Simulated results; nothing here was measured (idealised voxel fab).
This is a process module. Its name is voxel wiring stack.
The cross-section shown here is cut; it is 170 nm wide and divided into square cells measuring 5 nm on a side.
In this document a cross-section is written as a grid of square cells. It is given as a series of bands, listed from the top down, and a band is one or more rows of cells. First you get the band's top height and its bottom height, in nm, and then the materials it's made of, left to right, with each width in nm. If you see a single material with "throughout", that one covers the band edge to edge. "air" is empty space. It should be noted that heights are counted from 0, beneath which the wafer as supplied is of one material throughout, and that the lowest band possesses no lower boundary but continues downward, as written in "0..down". Width spec "30..40" -> top row of cells at first value, bottom row at second value, equal per-row change in between. Where the words "remained unchanged" appear for a step, the cross-section shows no cell changed by that step; every cell remained as before. "Closed voids list" enumerates empty spaces isolated from the top, with no open way to it, that contain at least 8 cells, giving each as width x height at distance from the left edge, all three in nm. Text after the settings on a step's line: the simulator's own remark on that step. A step line may carry the setting "overlay nm", which, for steps involving a mask, states the distance by which the mask lay to the right of its intended position; negative values denote displacement to the left.
-- Process steps (planned)
1. RECEIVE: material Si
2. CONFORMAL_DEP: material SiO2, thk nm 15
3. DIRECTIONAL_DEP: material TiN, thk nm 5
4. DIRECTIONAL_DEP: material W, thk nm 15
5. DIRECTIONAL_DEP: material aC, thk nm 15
6. PATTERN: tone cover, mask id METAL_1, material resist, width nm 25, pitch nm 40, thk nm 35, overlay nm 0
7. DIRECTIONAL_ETCH: etch materials aC, depth nm 15
8. STRIP: etch materials resist
9. DIRECTIONAL_ETCH: etch materials W, depth nm 15
10. DIRECTIONAL_ETCH: etch materials TiN, depth nm 5
11. STRIP: etch materials aC
12. CONFORMAL_DEP: material SiN, thk nm 5
13. FILL_DEP: material SiO2, thk nm 5
14. CMP: height nm 35
15. CONFORMAL_DEP: material SiCN, thk nm 5
16. DIRECTIONAL_DEP: material SiO2, thk nm 25
17. DIRECTIONAL_DEP: material aC, thk nm 15
18. PATTERN: tone open, mask id METAL_2, material resist, width nm 25, pitch nm 40, thk nm 30, overlay nm 0
19. DIRECTIONAL_ETCH: etch materials aC, depth nm 15
20. STRIP: etch materials resist
21. DIRECTIONAL_ETCH: etch materials SiO2, depth nm 15
22. STRIP: etch materials aC
23. DIRECTIONAL_DEP: material aC, thk nm 10
24. PATTERN: tone open, mask id METAL_2_HOLES, material resist, width nm 15, pitch nm 80, thk nm 30, overlay nm 0
25. DIRECTIONAL_ETCH: etch materials aC, depth nm 10
26. STRIP: etch materials resist
27. DIRECTIONAL_ETCH: etch materials SiO2, depth nm 10
28. DIRECTIONAL_ETCH: etch materials SiCN, depth nm 5
29. STRIP: etch materials aC
30. CONFORMAL_DEP: material TiN, thk nm 5
31. FILL_DEP: material Cu, thk nm 5
32. CMP: height nm 65
33. CONFORMAL_DEP: material SiCN, thk nm 5
34. DIRECTIONAL_DEP: material lowk, thk nm 25
35. MASKED_ETCH: tone open, mask id METAL_3, width nm 25, pitch nm 40, etch materials lowk, depth nm 15, overlay nm 0
36. MASKED_ETCH: tone open, mask id METAL_3_HOLES, width nm 15, pitch nm 40, etch materials lowk, depth nm 10, overlay nm -15
37. MASKED_ETCH: tone open, mask id METAL_3_HOLES, width nm 15, pitch nm 40, etch materials SiCN, depth nm 5, overlay nm 0
38. CONFORMAL_DEP: material TiN, thk nm 5
39. FILL_DEP: material Cu, thk nm 10
40. CMP: height nm 95
41. CONFORMAL_DEP: material SiN, thk nm 5
The plan shows the overlay nm of step 36 as the first wafer had it; this setting differs between the wafers, which start out alike.
-- first wafer as received, after step 1
    0..down  Si throughout
    Closed voids list: none
-- Heads up, this table goes wafer by wafer. A row tells you, at the end of the module, how many cells of each material that wafer has put on (+) or dropped (-) since it was received, and then its closed voids
overlay nm -15, +55 Cu, +62 SiCN, +71 SiN, +254 SiO2, +86 TiN, +45 W, +107 lowk, Closed voids list: none
overlay nm -10, +48 Cu, +59 SiCN, +71 SiN, +254 SiO2, +96 TiN, +45 W, +107 lowk, Closed voids list: none
overlay nm -5, +45 Cu, +56 SiCN, +71 SiN, +254 SiO2, +102 TiN, +45 W, +107 lowk, Closed voids list: none
overlay nm 0, +51 Cu, +53 SiCN, +71 SiN, +254 SiO2, +99 TiN, +45 W, +107 lowk, Closed voids list: none
overlay nm 5, +48 Cu, +56 SiCN, +71 SiN, +254 SiO2, +99 TiN, +45 W, +107 lowk, Closed voids list: none
overlay nm 10, +48 Cu, +59 SiCN, +71 SiN, +254 SiO2, +96 TiN, +45 W, +107 lowk, Closed voids list: none
overlay nm 15, +45 Cu, +62 SiCN, +71 SiN, +254 SiO2, +96 TiN, +45 W, +107 lowk, Closed voids list: none
